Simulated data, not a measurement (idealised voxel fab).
This section sets out a process module, namely voxel quadruple lines.
Shown is cross-section cut, with a width of 245 nm and square cells of size 5 nm.
This document writes a cross-section as a grid whose cells are square, and gives it as bands, listed from the top down; one or more rows of cells form a band.
Band entry format. Leading values: height of top, height of bottom, nm. Remainder: materials in left-to-right order, each with its width in nm. Special words: "throughout" on a single material, which then fills the band edge to edge; "empty", empty space.
Beneath 0, the wafer as received is one material, and that level is where height counting begins. The lowest band goes on downward without a bottom; it is written like "0..down".
Note: "30->40" means the width goes from the first number (top row of the band) to the second number (bottom row) in equal steps per row of cells.
A step reported as "nothing got changed" is a step in which no cell of the cross-section changed.
"Entrapped void list": sealed empty spaces, 8 cells or more, no open way to top, listed width x height at distance, with distance from the left edge and width, height and distance in nm.
Read whatever lies past the settings on a step's line as the simulator's own remark about the step.
overlay nm: mask right of planned place by this much (step with mask). Neg. = left.

## List of planned process steps
1: RECEIVE, material Si
2: CONFORMAL_DEP, material Al2O3, thk nm 5
3: DIRECTIONAL_DEP, material Ru, thk nm 10
4: DIRECTIONAL_DEP, material polySi, thk nm 15
5: DIRECTIONAL_DEP, material aC, thk nm 25
6: PATTERN, tone cover, mask id MANDREL, material resist, width nm 35, pitch nm 100, thk nm 30, overlay nm 0
7: DIRECTIONAL_ETCH, etch materials aC, depth nm 25
8: STRIP, etch materials resist
9: CONFORMAL_DEP, material SiO2, thk nm 15
10: DIRECTIONAL_ETCH, etch materials SiO2, depth nm 15
11: STRIP, etch materials aC
12: DIRECTIONAL_ETCH, etch materials polySi, depth nm 15
13: STRIP, etch materials SiO2
14: CONFORMAL_DEP, material SiN, thk nm 10
15: DIRECTIONAL_ETCH, etch materials SiN, depth nm 10
16: STRIP, etch materials polySi
17: DIRECTIONAL_ETCH, etch materials Ru, depth nm 10
18: STRIP, etch materials SiN
19: FILL_DEP, material SiO2, thk nm 5
20: CMP, height nm 15

## Wafer at receipt (post step 1), cross-section
    0..down  Si throughout
    Entrapped void list: none

## First of two wafers, end-of-module section, run followed plan
    15..5  SiO2=30, Ru=10, SiO2=15, Ru=10, SiO2=15, Ru=10, SiO2=15, Ru=10, SiO2=15, Ru=10, SiO2=15, Ru=10, SiO2=15, Ru=10, SiO2=15, Ru=10, SiO2=30
    5..0  Al2O3 throughout
    0..down  Si throughout
    Entrapped void list: none

## Cross-section, second wafer: same start as the first, same plan as the first, one mistake in running it; taken at the end of the module
    15..10  SiO2 throughout
    10..0  SiO2=30, Ru=10, SiO2=15, Ru=10, SiO2=15, Ru=10, SiO2=15, Ru=10, SiO2=15, Ru=10, SiO2=15, Ru=10, SiO2=15, Ru=10, SiO2=15, Ru=10, SiO2=30
    0..down  Si throughout
    Entrapped void list: none
Where did the run depart from the plan? step 2 was dropped from the plan's execution and never run
Final tally in cells, some materials are higher or lower on the second wafer than on the first: Al2O3 -49, SiO2 +49
